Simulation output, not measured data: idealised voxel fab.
The document below concerns the process module designated voxel trench capacitor.
Cross-section cut spans 230 nm and uses square cells 5 nm in size.
Each cross-section below is a grid of square cells, stated as bands in top-down order, with one or more rows of cells making up each band.
For a band, the entry starts with two heights in nm, that of the top and then that of the bottom, and carries on with the band's materials in order from left to right, each alongside its width in nm; the word "everywhere" beside a single material means it fills the band edge to edge, and "empty" means empty space.
Heights are reckoned from 0. Under this level, the received wafer is all of one material. The bottommost band is open-ended downward, for example "0 and below".
With a width like "30 to 40", each row of cells in the band differs from the next by the same amount, the top row carrying the first number and the bottom row the second.
Where the words "no modification" appear for a step, the cross-section shows no cell changed by that step; every cell remained as before.
Any empty space of 8 cells or more lacking an open way to the top shows up in "Trapped voids" as width x height at distance, distance from the left edge, in nm.
after a step's settings: what the simulator itself notes on the step
"overlay nm", when on a step's line for a step with a mask, measures how far to the right of its planned place the mask lay; a negative measure means to the left.
Pairs follow: section before one process step, section after it down to the lowest changed band, step with settings underneath. Pairs may come from different runs of this module on the same starting wafer; continuity with the pair above only as stated in the "State on entry" entry.

State on entry:
* 0 and below | Si everywhere
* Trapped voids: none

Section After Processing:
* 10 down to 0 | SiN everywhere
* Lower than 0, everything is as it was.
* Trapped voids: none
Step sandwiched between the two cross-sections above: CONFORMAL_DEP [material SiN] [thk nm 10]

State on entry: the cross-section after the pair above

Section After Processing:
* 10 down to 0 | SiN (60) | empty (20) | SiN (25) | empty (20) | SiN (25) | empty (20) | SiN (60)
* Lower than 0, everything is as it was.
* Trapped voids: none
Step sandwiched between the two cross-sections above: MASKED_ETCH [tone open] [mask id TRENCH] [width nm 20] [pitch nm 45] [etch materials SiN] [depth nm 10] [overlay nm 0]

State on entry: the cross-section after the pair above

Section After Processing:
* 10 down to 0 | SiN (60) | empty (20) | SiN (25) | empty (20) | SiN (25) | empty (20) | SiN (60)
* 0 down to -25 | Si (60) | empty (20) | Si (25) | empty (20) | Si (25) | empty (20) | Si (60)
* Lower than -25, everything is as it was.
* Trapped voids: none
Step sandwiched between the two cross-sections above: MASKED_ETCH [tone open] [mask id TRENCH] [width nm 20] [pitch nm 45] [etch materials Si] [depth nm 25] [overlay nm 0]

State on entry: the cross-section after the pair above

Section After Processing:
* 15 down to 10 | SiO2 (65) | empty (10) | SiO2 (35) | empty (10) | SiO2 (35) | empty (10) | SiO2 (65)
* 10 down to 0 | SiN (60) | SiO2 (5) | empty (10) | SiO2 (5) | SiN (25) | SiO2 (5) | empty (10) | SiO2 (5) | SiN (25) | SiO2 (5) | empty (10) | SiO2 (5) | SiN (60)
* 0 down to -20 | Si (60) | SiO2 (5) | empty (10) | SiO2 (5) | Si (25) | SiO2 (5) | empty (10) | SiO2 (5) | Si (25) | SiO2 (5) | empty (10) | SiO2 (5) | Si (60)
* -20 down to -25 | Si (60) | SiO2 (20) | Si (25) | SiO2 (20) | Si (25) | SiO2 (20) | Si (60)
* Lower than -25, everything is as it was.
* Trapped voids: none
Step sandwiched between the two cross-sections above: CONFORMAL_DEP [material SiO2] [thk nm 5]

State on entry: the cross-section after the pair above

Section After Processing:
* 25 down to 15 | polySi everywhere
* 15 down to 10 | SiO2 (65) | polySi (10) | SiO2 (35) | polySi (10) | SiO2 (35) | polySi (10) | SiO2 (65)
* 10 down to 0 | SiN (60) | SiO2 (5) | polySi (10) | SiO2 (5) | SiN (25) | SiO2 (5) | polySi (10) | SiO2 (5) | SiN (25) | SiO2 (5) | polySi (10) | SiO2 (5) | SiN (60)
* 0 down to -20 | Si (60) | SiO2 (5) | polySi (10) | SiO2 (5) | Si (25) | SiO2 (5) | polySi (10) | SiO2 (5) | Si (25) | SiO2 (5) | polySi (10) | SiO2 (5) | Si (60)
* Lower than -20, everything is as it was.
* Trapped voids: none
Step sandwiched between the two cross-sections above: FILL_DEP [material polySi] [thk nm 10]

State on entry: the cross-section after the pair above

Section After Processing:
* 10 down to 0 | SiN (60) | SiO2 (5) | polySi (10) | SiO2 (5) | SiN (25) | SiO2 (5) | polySi (10) | SiO2 (5) | SiN (25) | SiO2 (5) | polySi (10) | SiO2 (5) | SiN (60)
* Lower than 0, everything is as it was.
* Trapped voids: none
Step sandwiched between the two cross-sections above: CMP [height nm 10]

State on entry:
* 10 down to 0 | SiN (60) | empty (20) | SiN (25) | empty (20) | SiN (25) | empty (20) | SiN (60)
* 0 down to -25 | Si (60) | empty (20) | Si (25) | empty (20) | Si (25) | empty (20) | Si (60)
* -25 and below | Si everywhere
* Trapped voids: none

Section After Processing:
* 10 down to 0 | SiN (60) | empty (20) | SiN (25) | empty (20) | SiN (25) | empty (20) | SiN (60)
* 0 down to -50 | Si (60) | empty (20) | Si (25) | empty (20) | Si (25) | empty (20) | Si (60)
* Lower than -50, everything is as it was.
* Trapped voids: none
Step sandwiched between the two cross-sections above: MASKED_ETCH [tone open] [mask id TRENCH] [width nm 20] [pitch nm 45] [etch materials Si] [depth nm 25] [overlay nm 0]

State on entry: the cross-section after the pair above

Section After Processing:
* 15 down to 10 | SiO2 (65) | empty (10) | SiO2 (35) | empty (10) | SiO2 (35) | empty (10) | SiO2 (65)
* 10 down to 0 | SiN (60) | SiO2 (5) | empty (10) | SiO2 (5) | SiN (25) | SiO2 (5) | empty (10) | SiO2 (5) | SiN (25) | SiO2 (5) | empty (10) | SiO2 (5) | SiN (60)
* 0 down to -45 | Si (60) | SiO2 (5) | empty (10) | SiO2 (5) | Si (25) | SiO2 (5) | empty (10) | SiO2 (5) | Si (25) | SiO2 (5) | empty (10) | SiO2 (5) | Si (60)
* -45 down to -50 | Si (60) | SiO2 (20) | Si (25) | SiO2 (20) | Si (25) | SiO2 (20) | Si (60)
* Lower than -50, everything is as it was.
* Trapped voids: none
Step sandwiched between the two cross-sections above: CONFORMAL_DEP [material SiO2] [thk nm 5]

State on entry: the cross-section after the pair above

Section After Processing:
* 25 down to 15 | polySi everywhere
* 15 down to 10 | SiO2 (65) | polySi (10) | SiO2 (35) | polySi (10) | SiO2 (35) | polySi (10) | SiO2 (65)
* 10 down to 0 | SiN (60) | SiO2 (5) | polySi (10) | SiO2 (5) | SiN (25) | SiO2 (5) | polySi (10) | SiO2 (5) | SiN (25) | SiO2 (5) | polySi (10) | SiO2 (5) | SiN (60)
* 0 down to -45 | Si (60) | SiO2 (5) | polySi (10) | SiO2 (5) | Si (25) | SiO2 (5) | polySi (10) | SiO2 (5) | Si (25) | SiO2 (5) | polySi (10) | SiO2 (5) | Si (60)
* Lower than -45, everything is as it was.
* Trapped voids: none
Step sandwiched between the two cross-sections above: FILL_DEP [material polySi] [thk nm 10]

State on entry: the cross-section after the pair above

Section After Processing:
* 10 down to 0 | SiN (60) | SiO2 (5) | polySi (10) | SiO2 (5) | SiN (25) | SiO2 (5) | polySi (10) | SiO2 (5) | SiN (25) | SiO2 (5) | polySi (10) | SiO2 (5) | SiN (60)
* Lower than 0, everything is as it was.
* Trapped voids: none
Step sandwiched between the two cross-sections above: CMP [height nm 10]

State on entry:
* 25 down to 15 | polySi everywhere
* 15 down to 10 | SiO2 (65) | polySi (10) | SiO2 (35) | polySi (10) | SiO2 (35) | polySi (10) | SiO2 (65)
* 10 down to 0 | SiN (60) | SiO2 (5) | polySi (10) | SiO2 (5) | SiN (25) | SiO2 (5) | polySi (10) | SiO2 (5) | SiN (25) | SiO2 (5) | polySi (10) | SiO2 (5) | SiN (60)
* 0 down to -20 | Si (60) | SiO2 (5) | polySi (10) | SiO2 (5) | Si (25) | SiO2 (5) | polySi (10) | SiO2 (5) | Si (25) | SiO2 (5) | polySi (10) | SiO2 (5) | Si (60)
* -20 down to -25 | Si (60) | SiO2 (20) | Si (25) | SiO2 (20) | Si (25) | SiO2 (20) | Si (60)
* -25 and below | Si everywhere
* Trapped voids: none

Section After Processing:
* 20 down to 15 | polySi everywhere
* Lower than 15, everything is as it was.
* Trapped voids: none
Step sandwiched between the two cross-sections above: CMP [height nm 20]

State on entry:
* 10 down to 0 | SiN everywhere
* 0 and below | Si everywhere
* Trapped voids: none

Section After Processing:
* 10 down to 0 | SiN (55) | empty (30) | SiN (15) | empty (30) | SiN (15) | empty (30) | SiN (55)
* Lower than 0, everything is as it was.
* Trapped voids: none
Step sandwiched between the two cross-sections above: MASKED_ETCH [tone open] [mask id TRENCH] [width nm 30] [pitch nm 45] [etch materials SiN] [depth nm 10] [overlay nm 0]

State on entry: the cross-section after the pair above

Section After Processing:
* 10 down to 0 | SiN (55) | empty (30) | SiN (15) | empty (30) | SiN (15) | empty (30) | SiN (55)
* 0 down to -25 | Si (60) | empty (20) | Si (25) | empty (20) | Si (25) | empty (20) | Si (60)
* Lower than -25, everything is as it was.
* Trapped voids: none
Step sandwiched between the two cross-sections above: MASKED_ETCH [tone open] [mask id TRENCH] [width nm 20] [pitch nm 45] [etch materials Si] [depth nm 25] [overlay nm 0]

State on entry: the cross-section after the pair above

Section After Processing:
* 15 down to 10 | SiO2 (60) | empty (20) | SiO2 (25) | empty (20) | SiO2 (25) | empty (20) | SiO2 (60)
* 10 down to 0 | SiN (55) | SiO2 (5 to 10) | empty (20 to 10) | SiO2 (5 to 10) | SiN (15) | SiO2 (5 to 10) | empty (20 to 10) | SiO2 (5 to 10) | SiN (15) | SiO2 (5 to 10) | empty (20 to 10) | SiO2 (5 to 10) | SiN (55)
* 0 down to -20 | Si (60) | SiO2 (5) | empty (10) | SiO2 (5) | Si (25) | SiO2 (5) | empty (10) | SiO2 (5) | Si (25) | SiO2 (5) | empty (10) | SiO2 (5) | Si (60)
* -20 down to -25 | Si (60) | SiO2 (20) | Si (25) | SiO2 (20) | Si (25) | SiO2 (20) | Si (60)
* Lower than -25, everything is as it was.
* Trapped voids: none
Step sandwiched between the two cross-sections above: CONFORMAL_DEP [material SiO2] [thk nm 5]

State on entry: the cross-section after the pair above

Section After Processing:
* 25 down to 15 | polySi everywhere
* 15 down to 10 | SiO2 (60) | polySi (20) | SiO2 (25) | polySi (20) | SiO2 (25) | polySi (20) | SiO2 (60)
* 10 down to 0 | SiN (55) | SiO2 (5 to 10) | polySi (20 to 10) | SiO2 (5 to 10) | SiN (15) | SiO2 (5 to 10) | polySi (20 to 10) | SiO2 (5 to 10) | SiN (15) | SiO2 (5 to 10) | polySi (20 to 10) | SiO2 (5 to 10) | SiN (55)
* 0 down to -20 | Si (60) | SiO2 (5) | polySi (10) | SiO2 (5) | Si (25) | SiO2 (5) | polySi (10) | SiO2 (5) | Si (25) | SiO2 (5) | polySi (10) | SiO2 (5) | Si (60)
* Lower than -20, everything is as it was.
* Trapped voids: none
Step sandwiched between the two cross-sections above: FILL_DEP [material polySi] [thk nm 10]

State on entry: the cross-section after the pair above

Section After Processing:
* 10 down to 0 | SiN (55) | SiO2 (5 to 10) | polySi (20 to 10) | SiO2 (5 to 10) | SiN (15) | SiO2 (5 to 10) | polySi (20 to 10) | SiO2 (5 to 10) | SiN (15) | SiO2 (5 to 10) | polySi (20 to 10) | SiO2 (5 to 10) | SiN (55)
* Lower than 0, everything is as it was.
* Trapped voids: none
Step sandwiched between the two cross-sections above: CMP [height nm 10]

State on entry:
* 10 down to 0 | SiN (60) | empty (20) | SiN (25) | empty (20) | SiN (25) | empty (20) | SiN (60)
* 0 and below | Si everywhere
* Trapped voids: none

Section After Processing:
* 10 down to 0 | SiN (60) | empty (20) | SiN (25) | empty (20) | SiN (25) | empty (20) | SiN (60)
* 0 down to -25 | Si (60) | empty (15) | Si (30) | empty (15) | Si (30) | empty (15) | Si (65)
* Lower than -25, everything is as it was.
* Trapped voids: none
Step sandwiched between the two cross-sections above: MASKED_ETCH [tone open] [mask id TRENCH] [width nm 20] [pitch nm 45] [etch materials Si] [depth nm 25] [overlay nm -5]

State on entry: the cross-section after the pair above

Section After Processing:
* 15 down to 10 | SiO2 (65) | empty (10) | SiO2 (35) | empty (10) | SiO2 (35) | empty (10) | SiO2 (65)
* 10 down to 0 | SiN (60) | SiO2 (5) | empty (10 to 5) | SiO2 (5 to 10) | SiN (25) | SiO2 (5) | empty (10 to 5) | SiO2 (5 to 10) | SiN (25) | SiO2 (5) | empty (10 to 5) | SiO2 (5 to 10) | SiN (60)
* 0 down to -20 | Si (60) | SiO2 (5) | empty (5) | SiO2 (5) | Si (30) | SiO2 (5) | empty (5) | SiO2 (5) | Si (30) | SiO2 (5) | empty (5) | SiO2 (5) | Si (65)
* -20 down to -25 | Si (60) | SiO2 (15) | Si (30) | SiO2 (15) | Si (30) | SiO2 (15) | Si (65)
* Lower than -25, everything is as it was.
* Trapped voids: none
Step sandwiched between the two cross-sections above: CONFORMAL_DEP [material SiO2] [thk nm 5]

State on entry: the cross-section after the pair above

Section After Processing:
* 25 down to 15 | polySi everywhere
* 15 down to 10 | SiO2 (65) | polySi (10) | SiO2 (35) | polySi (10) | SiO2 (35) | polySi (10) | SiO2 (65)
* 10 down to 0 | SiN (60) | SiO2 (5) | polySi (10 to 5) | SiO2 (5 to 10) | SiN (25) | SiO2 (5) | polySi (10 to 5) | SiO2 (5 to 10) | SiN (25) | SiO2 (5) | polySi (10 to 5) | SiO2 (5 to 10) | SiN (60)
* 0 down to -20 | Si (60) | SiO2 (5) | polySi (5) | SiO2 (5) | Si (30) | SiO2 (5) | polySi (5) | SiO2 (5) | Si (30) | SiO2 (5) | polySi (5) | SiO2 (5) | Si (65)
* Lower than -20, everything is as it was.
* Trapped voids: none
Step sandwiched between the two cross-sections above: FILL_DEP [material polySi] [thk nm 10]

State on entry: the cross-section after the pair above

Section After Processing:
* 10 down to 0 | SiN (60) | SiO2 (5) | polySi (10 to 5) | SiO2 (5 to 10) | SiN (25) | SiO2 (5) | polySi (10 to 5) | SiO2 (5 to 10) | SiN (25) | SiO2 (5) | polySi (10 to 5) | SiO2 (5 to 10) | SiN (60)
* Lower than 0, everything is as it was.
* Trapped voids: none
Step sandwiched between the two cross-sections above: CMP [height nm 10]

State on entry:
* 10 down to 0 | SiN (60) | empty (20) | SiN (25) | empty (20) | SiN (25) | empty (20) | SiN (60)
* 0 down to -25 | Si (60) | empty (20) | Si (25) | empty (20) | Si (25) | empty (20) | Si (60)
* -25 and below | Si everywhere
* Trapped voids: none

Section After Processing:
* 15 down to 0 | SiN (65) | empty (10) | SiN (35) | empty (10) | SiN (35) | empty (10) | SiN (65)
* 0 down to -20 | Si (60) | SiN (5) | empty (10) | SiN (5) | Si (25) | SiN (5) | empty (10) | SiN (5) | Si (25) | SiN (5) | empty (10) | SiN (5) | Si (60)
* -20 down to -25 | Si (60) | SiN (20) | Si (25) | SiN (20) | Si (25) | SiN (20) | Si (60)
* Lower than -25, everything is as it was.
* Trapped voids: none
Step sandwiched between the two cross-sections above: CONFORMAL_DEP [material SiN] [thk nm 5]

State on entry: the cross-section after the pair above

Section After Processing:
* 25 down to 15 | polySi everywhere
* 15 down to 0 | SiN (65) | polySi (10) | SiN (35) | polySi (10) | SiN (35) | polySi (10) | SiN (65)
* 0 down to -20 | Si (60) | SiN (5) | polySi (10) | SiN (5) | Si (25) | SiN (5) | polySi (10) | SiN (5) | Si (25) | SiN (5) | polySi (10) | SiN (5) | Si (60)
* Lower than -20, everything is as it was.
* Trapped voids: none
Step sandwiched between the two cross-sections above: FILL_DEP [material polySi] [thk nm 10]

State on entry: the cross-section after the pair above

Section After Processing:
* 10 down to 0 | SiN (65) | polySi (10) | SiN (35) | polySi (10) | SiN (35) | polySi (10) | SiN (65)
* Lower than 0, everything is as it was.
* Trapped voids: none
Step sandwiched between the two cross-sections above: CMP [height nm 10]

State on entry:
* 10 down to 0 | SiN everywhere
* 0 and below | Si everywhere
* Trapped voids: none

Section After Processing:
* 10 down to 0 | empty (60) | SiN (20) | empty (25) | SiN (20) | empty (25) | SiN (20) | empty (60)
* Lower than 0, everything is as it was.
* Trapped voids: none
Step sandwiched between the two cross-sections above: MASKED_ETCH [tone cover] [mask id TRENCH] [width nm 20] [pitch nm 45] [etch materials SiN] [depth nm 10] [overlay nm 0]

State on entry: the cross-section after the pair above

Section After Processing:
* 15 down to 10 | empty (55) | SiO2 (30) | empty (15) | SiO2 (30) | empty (15) | SiO2 (30) | empty (55)
* 10 down to 5 | empty (55) | SiO2 (5) | SiN (20) | SiO2 (5) | empty (15) | SiO2 (5) | SiN (20) | SiO2 (5) | empty (15) | SiO2 (5) | SiN (20) | SiO2 (5) | empty (55)
* 5 down to 0 | SiO2 (60) | SiN (20) | SiO2 (25) | SiN (20) | SiO2 (25) | SiN (20) | SiO2 (60)
* Lower than 0, everything is as it was.
* Trapped voids: none
Step sandwiched between the two cross-sections above: CONFORMAL_DEP [material SiO2] [thk nm 5]

State on entry: the cross-section after the pair above

Section After Processing:
* 25 down to 15 | polySi everywhere
* 15 down to 10 | polySi (55) | SiO2 (30) | polySi (15) | SiO2 (30) | polySi (15) | SiO2 (30) | polySi (55)
* 10 down to 5 | polySi (55) | SiO2 (5) | SiN (20) | SiO2 (5) | polySi (15) | SiO2 (5) | SiN (20) | SiO2 (5) | polySi (15) | SiO2 (5) | SiN (20) | SiO2 (5) | polySi (55)
* Lower than 5, everything is as it was.
* Trapped voids: none
Step sandwiched between the two cross-sections above: FILL_DEP [material polySi] [thk nm 10]

State on entry: the cross-section after the pair above

Section After Processing:
* 10 down to 5 | polySi (55) | SiO2 (5) | SiN (20) | SiO2 (5) | polySi (15) | SiO2 (5) | SiN (20) | SiO2 (5) | polySi (15) | SiO2 (5) | SiN (20) | SiO2 (5) | polySi (55)
* Lower than 5, everything is as it was.
* Trapped voids: none
Step sandwiched between the two cross-sections above: CMP [height nm 10]
